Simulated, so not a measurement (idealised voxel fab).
The document below concerns the process module designated voxel transistor to metal.
Pictured: cross-section cut, 200 nm wide, on a grid of 5 nm square cells.
Cross-section layout: square cells on a grid; listed as bands, top to bottom; a band spans one or more cell rows. A band entry consists of two parts. The first gives the height of the band's top and the height of its bottom, in nm. The rest lists the band's materials from left to right, each with its width in nm. A single material labelled with the word "full width" fills the band from edge to edge, and the word "empty" marks empty space. The level at which height equals 0 is the one under which the wafer, as it arrives, is entirely one material. No lower edge exists for the bottom band, which continues downward and is notated as in "top 0, no bottom". Graded width ("30 to 40"): value in top row of band = first number; value in bottom row = second number; row-to-row change constant. Key: "nothing was modified" - step with no changed cell in the cross-section. "Closed empty spaces" means: voids of 8 cells or more that are shut off from the top with no open way through. Written width x height at distance, distance from the left edge, in nm. Note: text after step settings on the step line = simulator remark on that step. "overlay nm" denotes, for a step that has a mask, the displacement of the mask to the right of its planned place, with negative values corresponding to the left. Read each pair as before and after one process step. The after cross-section shows only down to the lowest band that changed. The step between them and its settings are given below the pair. Pairs can come from different runs of this module on the same starting wafer. A pair continues from the pair above only where its "Pre-step cross-section" entry says so.

Pre-step cross-section:
- top 20, bottom 5: 70 of SiO2 / 5 of SiN / 35 of empty / 5 of SiN / 85 of SiO2
- top 5, bottom 0: 55 of SiO2 / 15 of pSi / 5 of SiN / 35 of empty / 5 of SiN / 15 of pSi / 70 of SiO2
- top 0, bottom -5: 35 of SiO2 / 5 of SiN / 15 of SiO2 / 15 of pSi / 5 of SiN / 35 of empty / 5 of SiN / 15 of pSi / 25 of SiO2 / 5 of SiN / 40 of SiO2
- top -5, bottom -10: 40 of SiO2 / 30 of pSi / 45 of SiO2 / 40 of pSi / 45 of SiO2
- top -10, bottom -20: 45 of SiO2 / 25 of pSi / 45 of Si / 35 of pSi / 50 of SiO2
- top -20, bottom -30: 45 of SiO2 / 105 of Si / 50 of SiO2
- top -30, no bottom: Si full width
- Closed empty spaces: none

Step Outcome:
- top 20, bottom 15: 70 of empty / 5 of SiN / 35 of empty / 5 of SiN / 85 of empty
- top 15, bottom 5: 70 of SiO2 / 5 of SiN / 35 of empty / 5 of SiN / 85 of SiO2
- top 5, bottom 0: 55 of SiO2 / 15 of pSi / 5 of SiN / 35 of empty / 5 of SiN / 15 of pSi / 70 of SiO2
- top 0, bottom -5: 35 of SiO2 / 5 of SiN / 15 of SiO2 / 15 of pSi / 5 of SiN / 35 of empty / 5 of SiN / 15 of pSi / 25 of SiO2 / 5 of SiN / 40 of SiO2
- top -5, bottom -10: 40 of SiO2 / 30 of pSi / 45 of empty / 40 of pSi / 45 of SiO2
- For the remainder of the cross-section, below -10, there is no change.
- Closed empty spaces: none
Link between the two cross-sections above: SELECTIVE_ETCH | etch materials SiO2 | depth nm 5

Pre-step cross-section: same picture as after in the pair right above, so we don't repeat it.

Step Outcome:
- top 25, bottom 20: 65 of empty / 15 of HfO2 / 25 of empty / 15 of HfO2 / 80 of empty
- top 20, bottom 15: 70 of HfO2 / 5 of SiN / 5 of HfO2 / 25 of empty / 5 of HfO2 / 5 of SiN / 85 of HfO2
- top 15, bottom 5: 70 of SiO2 / 5 of SiN / 5 of HfO2 / 25 of empty / 5 of HfO2 / 5 of SiN / 85 of SiO2
- top 5, bottom 0: 55 of SiO2 / 15 of pSi / 5 of SiN / 5 of HfO2 / 25 of empty / 5 of HfO2 / 5 of SiN / 15 of pSi / 70 of SiO2
- top 0, bottom -5: 35 of SiO2 / 5 of SiN / 15 of SiO2 / 15 of pSi / 5 of SiN / 5 of HfO2 / 25 of empty / 5 of HfO2 / 5 of SiN / 15 of pSi / 25 of SiO2 / 5 of SiN / 40 of SiO2
- top -5, bottom -10: 40 of SiO2 / 30 of pSi / 45 of HfO2 / 40 of pSi / 45 of SiO2
- For the remainder of the cross-section, below -10, there is no change.
- Closed empty spaces: none
Link between the two cross-sections above: CONFORMAL_DEP | material HfO2 | thk nm 5

Pre-step cross-section: same picture as after in the pair right above, so we don't repeat it.

Step Outcome:
- top 30, bottom 25: 60 of empty / 25 of TiN / 15 of empty / 25 of TiN / 75 of empty
- top 25, bottom 20: 65 of TiN / 15 of HfO2 / 5 of TiN / 15 of empty / 5 of TiN / 15 of HfO2 / 80 of TiN
- top 20, bottom 15: 70 of HfO2 / 5 of SiN / 5 of HfO2 / 5 of TiN / 15 of empty / 5 of TiN / 5 of HfO2 / 5 of SiN / 85 of HfO2
- top 15, bottom 5: 70 of SiO2 / 5 of SiN / 5 of HfO2 / 5 of TiN / 15 of empty / 5 of TiN / 5 of HfO2 / 5 of SiN / 85 of SiO2
- top 5, bottom 0: 55 of SiO2 / 15 of pSi / 5 of SiN / 5 of HfO2 / 5 of TiN / 15 of empty / 5 of TiN / 5 of HfO2 / 5 of SiN / 15 of pSi / 70 of SiO2
- top 0, bottom -5: 35 of SiO2 / 5 of SiN / 15 of SiO2 / 15 of pSi / 5 of SiN / 5 of HfO2 / 25 of TiN / 5 of HfO2 / 5 of SiN / 15 of pSi / 25 of SiO2 / 5 of SiN / 40 of SiO2
- For the remainder of the cross-section, below -5, there is no change.
- Closed empty spaces: none
Link between the two cross-sections above: CONFORMAL_DEP | material TiN | thk nm 5

Pre-step cross-section: same picture as after in the pair right above, so we don't repeat it.

Step Outcome:
- top 40, bottom 30: W full width
- top 30, bottom 25: 60 of W / 25 of TiN / 15 of W / 25 of TiN / 75 of W
- top 25, bottom 20: 65 of TiN / 15 of HfO2 / 5 of TiN / 15 of W / 5 of TiN / 15 of HfO2 / 80 of TiN
- top 20, bottom 15: 70 of HfO2 / 5 of SiN / 5 of HfO2 / 5 of TiN / 15 of W / 5 of TiN / 5 of HfO2 / 5 of SiN / 85 of HfO2
- top 15, bottom 5: 70 of SiO2 / 5 of SiN / 5 of HfO2 / 5 of TiN / 15 of W / 5 of TiN / 5 of HfO2 / 5 of SiN / 85 of SiO2
- top 5, bottom 0: 55 of SiO2 / 15 of pSi / 5 of SiN / 5 of HfO2 / 5 of TiN / 15 of W / 5 of TiN / 5 of HfO2 / 5 of SiN / 15 of pSi / 70 of SiO2
- For the remainder of the cross-section, below 0, there is no change.
- Closed empty spaces: none
Link between the two cross-sections above: FILL_DEP | material W | thk nm 10

Pre-step cross-section: same picture as after in the pair right above, so we don't repeat it.

Step Outcome:
- top 15, bottom 5: 70 of SiO2 / 5 of SiN / 5 of HfO2 / 5 of TiN / 15 of W / 5 of TiN / 5 of HfO2 / 5 of SiN / 85 of SiO2
- For the remainder of the cross-section, below 5, there is no change.
- Closed empty spaces: none
Link between the two cross-sections above: CMP | height nm 15

Pre-step cross-section: same picture as after in the pair right above, so we don't repeat it.

Step Outcome:
- top 25, bottom 15: SiO2 full width
- For the remainder of the cross-section, below 15, there is no change.
- Closed empty spaces: none
Link between the two cross-sections above: DIRECTIONAL_DEP | material SiO2 | thk nm 10

Pre-step cross-section: same picture as after in the pair right above, so we don't repeat it.

Step Outcome:
- top 25, bottom 15: 50 of SiO2 / 15 of empty / 65 of SiO2 / 15 of empty / 55 of SiO2
- top 15, bottom 5: 50 of SiO2 / 15 of empty / 5 of SiO2 / 5 of SiN / 5 of HfO2 / 5 of TiN / 15 of W / 5 of TiN / 5 of HfO2 / 5 of SiN / 15 of SiO2 / 15 of empty / 55 of SiO2
- top 5, bottom 0: 50 of SiO2 / 5 of empty / 15 of pSi / 5 of SiN / 5 of HfO2 / 5 of TiN / 15 of W / 5 of TiN / 5 of HfO2 / 5 of SiN / 15 of pSi / 15 of empty / 55 of SiO2
- top 0, bottom -5: 35 of SiO2 / 5 of SiN / 10 of SiO2 / 5 of empty / 15 of pSi / 5 of SiN / 5 of HfO2 / 25 of TiN / 5 of HfO2 / 5 of SiN / 15 of pSi / 15 of empty / 10 of SiO2 / 5 of SiN / 40 of SiO2
- For the remainder of the cross-section, below -5, there is no change.
- Closed empty spaces: none
Link between the two cross-sections above: MASKED_ETCH | tone open | mask id CONTACT | width nm 15 | pitch nm 80 | etch materials SiO2 | depth nm 30 | overlay nm 0

Pre-step cross-section: same picture as after in the pair right above, so we don't repeat it.

Step Outcome:
- top 30, bottom 25: 55 of TiN / 5 of empty / 75 of TiN / 5 of empty / 60 of TiN
- top 25, bottom 15: 50 of SiO2 / 5 of TiN / 5 of empty / 5 of TiN / 65 of SiO2 / 5 of TiN / 5 of empty / 5 of TiN / 55 of SiO2
- top 15, bottom 10: 50 of SiO2 / 5 of TiN / 5 of empty / 5 of TiN / 5 of SiO2 / 5 of SiN / 5 of HfO2 / 5 of TiN / 15 of W / 5 of TiN / 5 of HfO2 / 5 of SiN / 15 of SiO2 / 5 of TiN / 5 of empty / 5 of TiN / 55 of SiO2
- top 10, bottom 5: 50 of SiO2 / 15 of TiN / 5 of SiO2 / 5 of SiN / 5 of HfO2 / 5 of TiN / 15 of W / 5 of TiN / 5 of HfO2 / 5 of SiN / 15 of SiO2 / 5 of TiN / 5 of empty / 5 of TiN / 55 of SiO2
- top 5, bottom 0: 50 of SiO2 / 5 of TiN / 15 of pSi / 5 of SiN / 5 of HfO2 / 5 of TiN / 15 of W / 5 of TiN / 5 of HfO2 / 5 of SiN / 15 of pSi / 5 of TiN / 5 of empty / 5 of TiN / 55 of SiO2
- top 0, bottom -5: 35 of SiO2 / 5 of SiN / 10 of SiO2 / 5 of TiN / 15 of pSi / 5 of SiN / 5 of HfO2 / 25 of TiN / 5 of HfO2 / 5 of SiN / 15 of pSi / 15 of TiN / 10 of SiO2 / 5 of SiN / 40 of SiO2
- For the remainder of the cross-section, below -5, there is no change.
- Closed empty spaces: none
Link between the two cross-sections above: CONFORMAL_DEP | material TiN | thk nm 5

Pre-step cross-section: same picture as after in the pair right above, so we don't repeat it.

Step Outcome:
- top 40, bottom 30: Ru full width
- top 30, bottom 25: 55 of TiN / 5 of Ru / 75 of TiN / 5 of Ru / 60 of TiN
- top 25, bottom 15: 50 of SiO2 / 5 of TiN / 5 of Ru / 5 of TiN / 65 of SiO2 / 5 of TiN / 5 of Ru / 5 of TiN / 55 of SiO2
- top 15, bottom 10: 50 of SiO2 / 5 of TiN / 5 of Ru / 5 of TiN / 5 of SiO2 / 5 of SiN / 5 of HfO2 / 5 of TiN / 15 of W / 5 of TiN / 5 of HfO2 / 5 of SiN / 15 of SiO2 / 5 of TiN / 5 of Ru / 5 of TiN / 55 of SiO2
- top 10, bottom 5: 50 of SiO2 / 15 of TiN / 5 of SiO2 / 5 of SiN / 5 of HfO2 / 5 of TiN / 15 of W / 5 of TiN / 5 of HfO2 / 5 of SiN / 15 of SiO2 / 5 of TiN / 5 of Ru / 5 of TiN / 55 of SiO2
- top 5, bottom 0: 50 of SiO2 / 5 of TiN / 15 of pSi / 5 of SiN / 5 of HfO2 / 5 of TiN / 15 of W / 5 of TiN / 5 of HfO2 / 5 of SiN / 15 of pSi / 5 of TiN / 5 of Ru / 5 of TiN / 55 of SiO2
- For the remainder of the cross-section, below 0, there is no change.
- Closed empty spaces: none
Link between the two cross-sections above: FILL_DEP | material Ru | thk nm 10

Pre-step cross-section: same picture as after in the pair right above, so we don't repeat it.

Step Outcome:
- top 25, bottom 15: 50 of SiO2 / 5 of TiN / 5 of Ru / 5 of TiN / 65 of SiO2 / 5 of TiN / 5 of Ru / 5 of TiN / 55 of SiO2
- For the remainder of the cross-section, below 15, there is no change.
- Closed empty spaces: none
Link between the two cross-sections above: CMP | height nm 25

Pre-step cross-section: same picture as after in the pair right above, so we don't repeat it.

Step Outcome:
- top 30, bottom 25: SiN full width
- For the remainder of the cross-section, below 25, there is no change.
- Closed empty spaces: none
Link between the two cross-sections above: CONFORMAL_DEP | material SiN | thk nm 5

Pre-step cross-section: same picture as after in the pair right above, so we don't repeat it.

Step Outcome:
- top 50, bottom 30: SiO2 full width
- For the remainder of the cross-section, below 30, there is no change.
- Closed empty spaces: none
Link between the two cross-sections above: DIRECTIONAL_DEP | material SiO2 | thk nm 20

Pre-step cross-section: same picture as after in the pair right above, so we don't repeat it.

Step Outcome:
- top 50, bottom 30: 50 of SiO2 / 15 of empty / 65 of SiO2 / 15 of empty / 55 of SiO2
- For the remainder of the cross-section, below 30, there is no change.
- Closed empty spaces: none
Link between the two cross-sections above: MASKED_ETCH | tone open | mask id METAL_1 | width nm 15 | pitch nm 80 | etch materials SiO2 | depth nm 20 | overlay nm 0

Pre-step cross-section: same picture as after in the pair right above, so we don't repeat it.

Step Outcome:
- top 50, bottom 30: 50 of SiO2 / 15 of empty / 65 of SiO2 / 15 of empty / 55 of SiO2
- top 30, bottom 25: 50 of SiN / 15 of empty / 65 of SiN / 15 of empty / 55 of SiN
- For the remainder of the cross-section, below 25, there is no change.
- Closed empty spaces: none
Link between the two cross-sections above: MASKED_ETCH | tone open | mask id METAL_1 | width nm 15 | pitch nm 80 | etch materials SiN | depth nm 5 | overlay nm 0

Pre-step cross-section: same picture as after in the pair right above, so we don't repeat it.

Step Outcome:
- top 55, bottom 50: 55 of TiN / 5 of empty / 75 of TiN / 5 of empty / 60 of TiN
- top 50, bottom 30: 50 of SiO2 / 5 of TiN / 5 of empty / 5 of TiN / 65 of SiO2 / 5 of TiN / 5 of empty / 5 of TiN / 55 of SiO2
- top 30, bottom 25: 50 of SiN / 15 of TiN / 65 of SiN / 15 of TiN / 55 of SiN
- For the remainder of the cross-section, below 25, there is no change.
- Closed empty spaces: none
Link between the two cross-sections above: CONFORMAL_DEP | material TiN | thk nm 5

Pre-step cross-section: same picture as after in the pair right above, so we don't repeat it.

Step Outcome:
- top 60, bottom 55: Cu full width
- top 55, bottom 50: 55 of TiN / 5 of Cu / 75 of TiN / 5 of Cu / 60 of TiN
- top 50, bottom 30: 50 of SiO2 / 5 of TiN / 5 of Cu / 5 of TiN / 65 of SiO2 / 5 of TiN / 5 of Cu / 5 of TiN / 55 of SiO2
- For the remainder of the cross-section, below 30, there is no change.
- Closed empty spaces: none
Link between the two cross-sections above: FILL_DEP | material Cu | thk nm 5

Pre-step cross-section: same picture as after in the pair right above, so we don't repeat it.

Step Outcome:
- top 50, bottom 30: 50 of SiO2 / 5 of TiN / 5 of Cu / 5 of TiN / 65 of SiO2 / 5 of TiN / 5 of Cu / 5 of TiN / 55 of SiO2
- For the remainder of the cross-section, below 30, there is no change.
- Closed empty spaces: none
Link between the two cross-sections above: CMP | height nm 50

Pre-step cross-section: same picture as after in the pair right above, so we don't repeat it.

Step Outcome:
- top 55, bottom 50: 45 of empty / 25 of Ru / 55 of empty / 25 of Ru / 50 of empty
- For the remainder of the cross-section, below 50, there is no change.
- Closed empty spaces: none
Link between the two cross-sections above: EPI | material Ru | thk nm 5

Pre-step cross-section: same picture as after in the pair right above, so we don't repeat it.

Step Outcome:
- top 60, bottom 55: SiCN full width
- top 55, bottom 50: 45 of SiCN / 25 of Ru / 55 of SiCN / 25 of Ru / 50 of SiCN
- For the remainder of the cross-section, below 50, there is no change.
- Closed empty spaces: none
Link between the two cross-sections above: FILL_DEP | material SiCN | thk nm 5

Pre-step cross-section:
- top 50, bottom 30: 50 of SiO2 / 15 of empty / 65 of SiO2 / 15 of empty / 55 of SiO2
- top 30, bottom 25: 50 of SiN / 15 of empty / 65 of SiN / 15 of empty / 55 of SiN
- top 25, bottom 15: 50 of SiO2 / 5 of TiN / 5 of Ru / 5 of TiN / 65 of SiO2 / 5 of TiN / 5 of Ru / 5 of TiN / 55 of SiO2
- top 15, bottom 10: 50 of SiO2 / 5 of TiN / 5 of Ru / 5 of TiN / 10 of SiO2 / 5 of SiN / 5 of HfO2 / 5 of TiN / 15 of W / 5 of TiN / 5 of HfO2 / 5 of SiN / 10 of SiO2 / 5 of TiN / 5 of Ru / 5 of TiN / 55 of SiO2
- top 10, bottom 5: 50 of SiO2 / 15 of TiN / 10 of SiO2 / 5 of SiN / 5 of HfO2 / 5 of TiN / 15 of W / 5 of TiN / 5 of HfO2 / 5 of SiN / 10 of SiO2 / 15 of TiN / 55 of SiO2
- top 5, bottom 0: 50 of SiO2 / 10 of TiN / 15 of pSi / 5 of SiN / 5 of HfO2 / 5 of TiN / 15 of W / 5 of TiN / 5 of HfO2 / 5 of SiN / 15 of pSi / 10 of TiN / 55 of SiO2
- top 0, bottom -5: 35 of SiO2 / 5 of SiN / 10 of SiO2 / 10 of TiN / 15 of pSi / 5 of SiN / 5 of HfO2 / 25 of TiN / 5 of HfO2 / 5 of SiN / 15 of pSi / 10 of TiN / 10 of SiO2 / 5 of SiN / 40 of SiO2
- top -5, bottom -10: 40 of SiO2 / 35 of pSi / 45 of HfO2 / 35 of pSi / 45 of SiO2
- top -10, bottom -20: 45 of SiO2 / 30 of pSi / 45 of Si / 30 of pSi / 50 of SiO2
- top -20, bottom -30: 45 of SiO2 / 105 of Si / 50 of SiO2
- top -30, no bottom: Si full width
- Closed empty spaces: none

Step Outcome:
- top 55, bottom 50: 55 of Ru / 5 of empty / 75 of Ru / 5 of empty / 60 of Ru
- top 50, bottom 30: 50 of SiO2 / 5 of Ru / 5 of empty / 5 of Ru / 65 of SiO2 / 5 of Ru / 5 of empty / 5 of Ru / 55 of SiO2
- top 30, bottom 25: 50 of SiN / 15 of Ru / 65 of SiN / 15 of Ru / 55 of SiN
- For the remainder of the cross-section, below 25, there is no change.
- Closed empty spaces: none
Link between the two cross-sections above: CONFORMAL_DEP | material Ru | thk nm 5

Pre-step cross-section: same picture as after in the pair right above, so we don't repeat it.

Step Outcome:
- top 60, bottom 55: Cu full width
- top 55, bottom 50: 55 of Ru / 5 of Cu / 75 of Ru / 5 of Cu / 60 of Ru
- top 50, bottom 30: 50 of SiO2 / 5 of Ru / 5 of Cu / 5 of Ru / 65 of SiO2 / 5 of Ru / 5 of Cu / 5 of Ru / 55 of SiO2
- For the remainder of the cross-section, below 30, there is no change.
- Closed empty spaces: none
Link between the two cross-sections above: FILL_DEP | material Cu | thk nm 5

Pre-step cross-section: same picture as after in the pair right above, so we don't repeat it.

Step Outcome:
- top 50, bottom 30: 50 of SiO2 / 5 of Ru / 5 of Cu / 5 of Ru / 65 of SiO2 / 5 of Ru / 5 of Cu / 5 of Ru / 55 of SiO2
- For the remainder of the cross-section, below 30, there is no change.
- Closed empty spaces: none
Link between the two cross-sections above: CMP | height nm 50

Pre-step cross-section: same picture as after in the pair right above, so we don't repeat it.

Step Outcome:
- top 55, bottom 50: 45 of empty / 25 of Ru / 55 of empty / 25 of Ru / 50 of empty
- For the remainder of the cross-section, below 50, there is no change.
- Closed empty spaces: none
Link between the two cross-sections above: EPI | material Ru | thk nm 5

Pre-step cross-section: same picture as after in the pair right above, so we don't repeat it.

Step Outcome:
- top 60, bottom 55: SiCN full width
- top 55, bottom 50: 45 of SiCN / 25 of Ru / 55 of SiCN / 25 of Ru / 50 of SiCN
- For the remainder of the cross-section, below 50, there is no change.
- Closed empty spaces: none
Link between the two cross-sections above: FILL_DEP | material SiCN | thk nm 5

Pre-step cross-section:
- top 25, bottom 15: SiO2 full width
- top 15, bottom 5: 75 of SiO2 / 5 of SiN / 5 of HfO2 / 5 of TiN / 15 of W / 5 of TiN / 5 of HfO2 / 5 of SiN / 80 of SiO2
- top 5, bottom 0: 60 of SiO2 / 15 of pSi / 5 of SiN / 5 of HfO2 / 5 of TiN / 15 of W / 5 of TiN / 5 of HfO2 / 5 of SiN / 15 of pSi / 65 of SiO2
- top 0, bottom -5: 35 of SiO2 / 5 of SiN / 20 of SiO2 / 15 of pSi / 5 of SiN / 5 of HfO2 / 25 of TiN / 5 of HfO2 / 5 of SiN / 15 of pSi / 20 of SiO2 / 5 of SiN / 40 of SiO2
- top -5, bottom -10: 40 of SiO2 / 35 of pSi / 45 of HfO2 / 35 of pSi / 45 of SiO2
- top -10, bottom -20: 45 of SiO2 / 30 of pSi / 45 of Si / 30 of pSi / 50 of SiO2
- top -20, bottom -30: 45 of SiO2 / 105 of Si / 50 of SiO2
- top -30, no bottom: Si full width
- Closed empty spaces: none

Step Outcome:
- top 25, bottom 15: 50 of empty / 15 of SiO2 / 65 of empty / 15 of SiO2 / 55 of empty
- top 15, bottom 5: 50 of empty / 15 of SiO2 / 10 of empty / 5 of SiN / 5 of HfO2 / 5 of TiN / 15 of W / 5 of TiN / 5 of HfO2 / 5 of SiN / 10 of empty / 15 of SiO2 / 55 of empty
- top 5, bottom 0: 50 of empty / 10 of SiO2 / 15 of pSi / 5 of SiN / 5 of HfO2 / 5 of TiN / 15 of W / 5 of TiN / 5 of HfO2 / 5 of SiN / 15 of pSi / 10 of SiO2 / 55 of empty
- top 0, bottom -5: 35 of empty / 5 of SiN / 10 of empty / 10 of SiO2 / 15 of pSi / 5 of SiN / 5 of HfO2 / 25 of TiN / 5 of HfO2 / 5 of SiN / 15 of pSi / 10 of SiO2 / 10 of empty / 5 of SiN / 40 of empty
- For the remainder of the cross-section, below -5, there is no change.
- Closed empty spaces: none
Link between the two cross-sections above: MASKED_ETCH | tone cover | mask id CONTACT | width nm 15 | pitch nm 80 | etch materials SiO2 | depth nm 30 | overlay nm 0

Pre-step cross-section: same picture as after in the pair right above, so we don't repeat it.

Step Outcome:
- top 30, bottom 25: 45 of empty / 25 of TiN / 55 of empty / 25 of TiN / 50 of empty
- top 25, bottom 20: 45 of empty / 5 of TiN / 15 of SiO2 / 5 of TiN / 55 of empty / 5 of TiN / 15 of SiO2 / 5 of TiN / 50 of empty
- top 20, bottom 15: 45 of empty / 5 of TiN / 15 of SiO2 / 65 of TiN / 15 of SiO2 / 5 of TiN / 50 of empty
- top 15, bottom 5: 45 of empty / 5 of TiN / 15 of SiO2 / 10 of TiN / 5 of SiN / 5 of HfO2 / 5 of TiN / 15 of W / 5 of TiN / 5 of HfO2 / 5 of SiN / 10 of TiN / 15 of SiO2 / 5 of TiN / 50 of empty
- top 5, bottom 0: 30 of empty / 20 of TiN / 10 of SiO2 / 15 of pSi / 5 of SiN / 5 of HfO2 / 5 of TiN / 15 of W / 5 of TiN / 5 of HfO2 / 5 of SiN / 15 of pSi / 10 of SiO2 / 20 of TiN / 35 of empty
- top 0, bottom -5: 35 of TiN / 5 of SiN / 10 of TiN / 10 of SiO2 / 15 of pSi / 5 of SiN / 5 of HfO2 / 25 of TiN / 5 of HfO2 / 5 of SiN / 15 of pSi / 10 of SiO2 / 10 of TiN / 5 of SiN / 40 of TiN
- For the remainder of the cross-section, below -5, there is no change.
- Closed empty spaces: none
Link between the two cross-sections above: CONFORMAL_DEP | material TiN | thk nm 5

Pre-step cross-section: same picture as after in the pair right above, so we don't repeat it.

Step Outcome:
- top 40, bottom 30: Ru full width
- top 30, bottom 25: 45 of Ru / 25 of TiN / 55 of Ru / 25 of TiN / 50 of Ru
- top 25, bottom 20: 45 of Ru / 5 of TiN / 15 of SiO2 / 5 of TiN / 55 of Ru / 5 of TiN / 15 of SiO2 / 5 of TiN / 50 of Ru
- top 20, bottom 15: 45 of Ru / 5 of TiN / 15 of SiO2 / 65 of TiN / 15 of SiO2 / 5 of TiN / 50 of Ru
- top 15, bottom 5: 45 of Ru / 5 of TiN / 15 of SiO2 / 10 of TiN / 5 of SiN / 5 of HfO2 / 5 of TiN / 15 of W / 5 of TiN / 5 of HfO2 / 5 of SiN / 10 of TiN / 15 of SiO2 / 5 of TiN / 50 of Ru
- top 5, bottom 0: 30 of Ru / 20 of TiN / 10 of SiO2 / 15 of pSi / 5 of SiN / 5 of HfO2 / 5 of TiN / 15 of W / 5 of TiN / 5 of HfO2 / 5 of SiN / 15 of pSi / 10 of SiO2 / 20 of TiN / 35 of Ru
- For the remainder of the cross-section, below 0, there is no change.
- Closed empty spaces: none
Link between the two cross-sections above: FILL_DEP | material Ru | thk nm 10

Pre-step cross-section: same picture as after in the pair right above, so we don't repeat it.

Step Outcome:
- top 25, bottom 20: 45 of Ru / 5 of TiN / 15 of SiO2 / 5 of TiN / 55 of Ru / 5 of TiN / 15 of SiO2 / 5 of TiN / 50 of Ru
- For the remainder of the cross-section, below 20, there is no change.
- Closed empty spaces: none
Link between the two cross-sections above: CMP | height nm 25

Pre-step cross-section: same picture as after in the pair right above, so we don't repeat it.

Step Outcome:
- top 30, bottom 25: SiN full width
- For the remainder of the cross-section, below 25, there is no change.
- Closed empty spaces: none
Link between the two cross-sections above: CONFORMAL_DEP | material SiN | thk nm 5

Pre-step cross-section: same picture as after in the pair right above, so we don't repeat it.

Step Outcome:
- top 50, bottom 30: SiO2 full width
- For the remainder of the cross-section, below 30, there is no change.
- Closed empty spaces: none
Link between the two cross-sections above: DIRECTIONAL_DEP | material SiO2 | thk nm 20

Pre-step cross-section: same picture as after in the pair right above, so we don't repeat it.

Step Outcome:
- top 50, bottom 30: 50 of SiO2 / 15 of empty / 65 of SiO2 / 15 of empty / 55 of SiO2
- For the remainder of the cross-section, below 30, there is no change.
- Closed empty spaces: none
Link between the two cross-sections above: MASKED_ETCH | tone open | mask id METAL_1 | width nm 15 | pitch nm 80 | etch materials SiO2 | depth nm 20 | overlay nm 0

Pre-step cross-section: same picture as after in the pair right above, so we don't repeat it.

Step Outcome:
- top 50, bottom 30: 50 of SiO2 / 15 of empty / 65 of SiO2 / 15 of empty / 55 of SiO2
- top 30, bottom 25: 50 of SiN / 15 of empty / 65 of SiN / 15 of empty / 55 of SiN
- For the remainder of the cross-section, below 25, there is no change.
- Closed empty spaces: none
Link between the two cross-sections above: MASKED_ETCH | tone open | mask id METAL_1 | width nm 15 | pitch nm 80 | etch materials SiN | depth nm 5 | overlay nm 0

Pre-step cross-section: same picture as after in the pair right above, so we don't repeat it.

Step Outcome:
- top 55, bottom 50: 55 of TiN / 5 of empty / 75 of TiN / 5 of empty / 60 of TiN
- top 50, bottom 30: 50 of SiO2 / 5 of TiN / 5 of empty / 5 of TiN / 65 of SiO2 / 5 of TiN / 5 of empty / 5 of TiN / 55 of SiO2
- top 30, bottom 25: 50 of SiN / 15 of TiN / 65 of SiN / 15 of TiN / 55 of SiN
- For the remainder of the cross-section, below 25, there is no change.
- Closed empty spaces: none
Link between the two cross-sections above: CONFORMAL_DEP | material TiN | thk nm 5

Pre-step cross-section: same picture as after in the pair right above, so we don't repeat it.

Step Outcome:
- top 60, bottom 55: Cu full width
- top 55, bottom 50: 55 of TiN / 5 of Cu / 75 of TiN / 5 of Cu / 60 of TiN
- top 50, bottom 30: 50 of SiO2 / 5 of TiN / 5 of Cu / 5 of TiN / 65 of SiO2 / 5 of TiN / 5 of Cu / 5 of TiN / 55 of SiO2
- For the remainder of the cross-section, below 30, there is no change.
- Closed empty spaces: none
Link between the two cross-sections above: FILL_DEP | material Cu | thk nm 5

Pre-step cross-section: same picture as after in the pair right above, so we don't repeat it.

Step Outcome:
- top 50, bottom 30: 50 of SiO2 / 5 of TiN / 5 of Cu / 5 of TiN / 65 of SiO2 / 5 of TiN / 5 of Cu / 5 of TiN / 55 of SiO2
- For the remainder of the cross-section, below 30, there is no change.
- Closed empty spaces: none
Link between the two cross-sections above: CMP | height nm 50

Pre-step cross-section: same picture as after in the pair right above, so we don't repeat it.

Step Outcome:
- top 55, bottom 50: 45 of empty / 25 of Ru / 55 of empty / 25 of Ru / 50 of empty
- For the remainder of the cross-section, below 50, there is no change.
- Closed empty spaces: none
Link between the two cross-sections above: EPI | material Ru | thk nm 5

Pre-step cross-section: same picture as after in the pair right above, so we don't repeat it.

Step Outcome:
- top 60, bottom 55: SiCN full width
- top 55, bottom 50: 45 of SiCN / 25 of Ru / 55 of SiCN / 25 of Ru / 50 of SiCN
- For the remainder of the cross-section, below 50, there is no change.
- Closed empty spaces: none
Link between the two cross-sections above: FILL_DEP | material SiCN | thk nm 5
